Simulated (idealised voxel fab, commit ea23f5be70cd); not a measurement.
voxel lift off: a process module
Cross-sectional view cut (width: 300 nm; square cell size: 5 nm).
A cross-section in this document is a grid of square cells, and it is written down as bands, the top band listed before the ones below it; a band is made up of one or more rows of cells.
This entry defines a band. It first specifies the height of the band's top and the height of its bottom in nm, and then specifies the band's materials from left to right, stating each material with its width in nm. The word "all across" identifies a single material that fills the band from edge to edge, while the word "air" identifies empty space.
Where do heights start? At 0: under that level the wafer as delivered is made of one material only. And the lowest band has no floor; it just carries on downward, as in "top 0, no bottom".
A width such as "30..40" changes by the same amount from each row of cells to the next, from the band's top row to its bottom row.
When a step is marked "all unchanged", none of the cells in the cross-section changed during that step.
Reported under the label "Closed void catalog" are the empty spaces having no open way to the top and comprising 8 cells or more; the notation for each is width x height at distance, in which the distance is measured from the left edge and all three values are in nm.
Where a step's line continues beyond its settings, the continuation is a remark by the simulator itself on that step.
overlay nm: right-of-plan distance of the mask on a masked step; negative values mean left-of-plan.

BELOW IS THE LIST OF PLANNED PROCESS STEPS
step 1: RECEIVE,material Si
step 2: CONFORMAL_DEP,material SiN,thk nm 15
step 3: PATTERN,tone open,mask id LINES,material resist,width nm 30,pitch nm 60,thk nm 20,overlay nm -15
step 4: DIRECTIONAL_DEP,material Ru,thk nm 10
step 5: STRIP,etch materials resist
step 6: CONFORMAL_DEP,material SiCN,thk nm 10
The value of overlay nm given for step 3 in the plan refers to the first wafer; the wafers vary in this setting and are alike at the start.

FIRST WAFER AS RECEIVED, AFTER STEP 1
> top 0, no bottom | Si all across
> Closed void catalog: none

THE FOLLOWING TABLE CONTAINS A ROW PER WAFER, IN WHICH ARE REPORTED, AT THE CONCLUSION OF THE MODULE, THE CELLS OF EACH MATERIAL GAINED (+) OR LOST (-) SINCE THE WAFER'S RECEIPT, WITH ITS CLOSED VOIDS GIVEN THEREAFTER
overlay nm -15; +36 Ru; +144 SiCN; +180 SiN; Closed void catalog: none
overlay nm -10; +36 Ru; +144 SiCN; +180 SiN; Closed void catalog: none
overlay nm -5; +36 Ru; +144 SiCN; +180 SiN; Closed void catalog: none
overlay nm 0; +36 Ru; +144 SiCN; +180 SiN; Closed void catalog: none
overlay nm 5; +36 Ru; +144 SiCN; +180 SiN; Closed void catalog: none
overlay nm 10; +36 Ru; +144 SiCN; +180 SiN; Closed void catalog: none
overlay nm 15; +36 Ru; +144 SiCN; +180 SiN; Closed void catalog: none
